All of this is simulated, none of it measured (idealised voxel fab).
The following is a process module called voxel transistor to metal.
Cross-section cut: width 185 nm, square cells of 5 nm.
If you're reading a cross-section in this doc, picture square cells in a grid; it comes to you as bands, top ones listed first down to the bottom, and a band can be one or more rows of cells.
Each band's line starts with the height of the band's top and of its bottom, in nm. Then come its materials from left to right, each with its width in nm. One material with "throughout" fills the band from edge to edge. "blank" is empty space.
Heights from 0 (as-received wafer is one material below). Bottom band endless downward, as "from 0 down".
Width "30 to 40": first value at the band's top row of cells, second value at its bottom row, equal change from row to row.
Where a step carries "all unchanged", the cross-section came out of it unchanged, cell for cell.
In "Unvented cavities" the enclosed voids are listed, meaning empty spaces of 8 cells or larger without any opening to the top. The form is width x height at distance, distance from the left edge, units nm.
Text after the settings on a step's line: the simulator's own remark on that step.
When a step includes a mask, the "overlay nm" setting on its line states how far to the right of its planned place that mask lay, and negative values state how far to the left.

THE FOLLOWING LIST GIVES THE PLANNED PROCESS STEPS
- 1: RECEIVE, material Si
- 2: CONFORMAL_DEP, material SiO2, thk nm 5
- 3: CONFORMAL_DEP, material SiN, thk nm 15
- 4: DIRECTIONAL_DEP, material aC, thk nm 15
- 5: PATTERN, tone cover, mask id ACTIVE, material resist, width nm 95, thk nm 30, overlay nm 0
- 6: DIRECTIONAL_ETCH, etch materials aC, depth nm 15
- 7: STRIP, etch materials resist
- 8: DIRECTIONAL_ETCH, etch materials SiN, depth nm 15
- 9: DIRECTIONAL_ETCH, etch materials SiO2, depth nm 5
- 10: DIRECTIONAL_ETCH, etch materials Si, depth nm 35
- 11: STRIP, etch materials aC
- 12: OXIDIZE, depth nm 5
- 13: FILL_DEP, material SiO2, thk nm 10
- 14: CMP, height nm 20
- 15: SELECTIVE_ETCH, etch materials SiO2, depth nm 15
- 16: STRIP, etch materials SiN
- 17: SELECTIVE_ETCH, etch materials SiO2, depth nm 5
- 18: OXIDIZE, depth nm 5
- 19: DIRECTIONAL_DEP, material polySi, thk nm 20
- 20: DIRECTIONAL_DEP, material SiCN, thk nm 10
- 21: MASKED_ETCH, tone cover, mask id GATE, width nm 25, etch materials SiCN, depth nm 20, overlay nm 0
- 22: MASKED_ETCH, tone cover, mask id GATE, width nm 25, etch materials polySi, depth nm 30, overlay nm 0
- 23: CONFORMAL_DEP, material SiN, thk nm 5
- 24: DIRECTIONAL_ETCH, etch materials SiN, depth nm 5
- 25: DIRECTIONAL_ETCH, etch materials SiO2, depth nm 5
- 26: DIRECTIONAL_ETCH, etch materials Si, depth nm 10
- 27: EPI, material SiGe, thk nm 10
- 28: FILL_DEP, material SiO2, thk nm 10
- 29: CMP, height nm 20
- 30: STRIP, etch materials polySi
- 31: SELECTIVE_ETCH, etch materials SiO2, depth nm 5
- 32: CONFORMAL_DEP, material HfO2, thk nm 5
- 33: CONFORMAL_DEP, material TiN, thk nm 5
- 34: FILL_DEP, material W, thk nm 10
- 35: CMP, height nm 15
- 36: DIRECTIONAL_DEP, material SiO2, thk nm 15
- 37: DIRECTIONAL_DEP, material aC, thk nm 15
- 38: PATTERN, tone open, mask id CONTACT, material resist, width nm 15, pitch nm 70, thk nm 35, overlay nm 0
- 39: DIRECTIONAL_ETCH, etch materials aC, depth nm 15
- 40: STRIP, etch materials resist
- 41: DIRECTIONAL_ETCH, etch materials SiO2, depth nm 35
- 42: STRIP, etch materials aC
- 43: CONFORMAL_DEP, material TiN, thk nm 5
- 44: FILL_DEP, material W, thk nm 10
- 45: CMP, height nm 30
- 46: DIRECTIONAL_DEP, material TiN, thk nm 5
- 47: DIRECTIONAL_DEP, material W, thk nm 25
- 48: MASKED_ETCH, tone cover, mask id METAL_1, width nm 15, pitch nm 70, etch materials W, depth nm 25, overlay nm 0
- 49: MASKED_ETCH, tone cover, mask id METAL_1, width nm 15, pitch nm 70, etch materials TiN, depth nm 5, overlay nm 0
- 50: CONFORMAL_DEP, material SiN, thk nm 5
- 51: FILL_DEP, material SiO2, thk nm 10
- 52: CMP, height nm 60
- 53: CONFORMAL_DEP, material SiCN, thk nm 5

SO THIS IS THE INCOMING WAFER IN CROSS-SECTION - IT'S ALREADY BEEN THROUGH STEP 1
    from 0 down: Si throughout
    Unvented cavities: none

FINAL CROSS-SECTION, MODULE RUN WITH ONE MISTAKE (START AND PLAN AS ABOVE)
    from 65 to 60: SiCN throughout
    from 60 to 35: 45 nm SiO2 | 5 nm SiN | 15 nm W | 5 nm SiN | 45 nm SiO2 | 5 nm SiN | 15 nm W | 5 nm SiN | 45 nm SiO2
    from 35 to 30: 50 nm SiN | 15 nm TiN | 55 nm SiN | 15 nm TiN | 50 nm SiN
    from 30 to 15: 50 nm SiO2 | 5 nm TiN | 5 nm W | 5 nm TiN | 55 nm SiO2 | 5 nm TiN | 5 nm W | 5 nm TiN | 50 nm SiO2
    from 15 to 5: 50 nm SiO2 | 5 nm TiN | 5 nm W | 5 nm TiN | 10 nm SiO2 | 5 nm SiN | 5 nm HfO2 | 5 nm TiN | 5 nm W | 5 nm TiN | 5 nm HfO2 | 5 nm SiN | 10 nm SiO2 | 5 nm TiN | 5 nm W | 5 nm TiN | 50 nm SiO2
    from 5 to 0: 50 nm SiO2 | 5 nm TiN | 5 nm W | 5 nm TiN | 10 nm SiO2 | 5 nm SiN | 5 nm HfO2 | 15 nm TiN | 5 nm HfO2 | 5 nm SiN | 10 nm SiO2 | 5 nm TiN | 5 nm W | 5 nm TiN | 50 nm SiO2
    from 0 to -5: 50 nm SiO2 | 15 nm TiN | 10 nm SiO2 | 35 nm HfO2 | 10 nm SiO2 | 15 nm TiN | 50 nm SiO2
    from -5 to -15: 40 nm SiGe | 105 nm SiO2 | 40 nm SiGe
    from -15 to -40: 40 nm Si | 105 nm SiO2 | 40 nm Si
    from -40 down: Si throughout
    Unvented cavities: none
Nonconformance to the process plan: step 5 changed vs plan, executed as PATTERN, tone open, mask id ACTIVE, material resist, width nm 95, thk nm 30, overlay nm 0
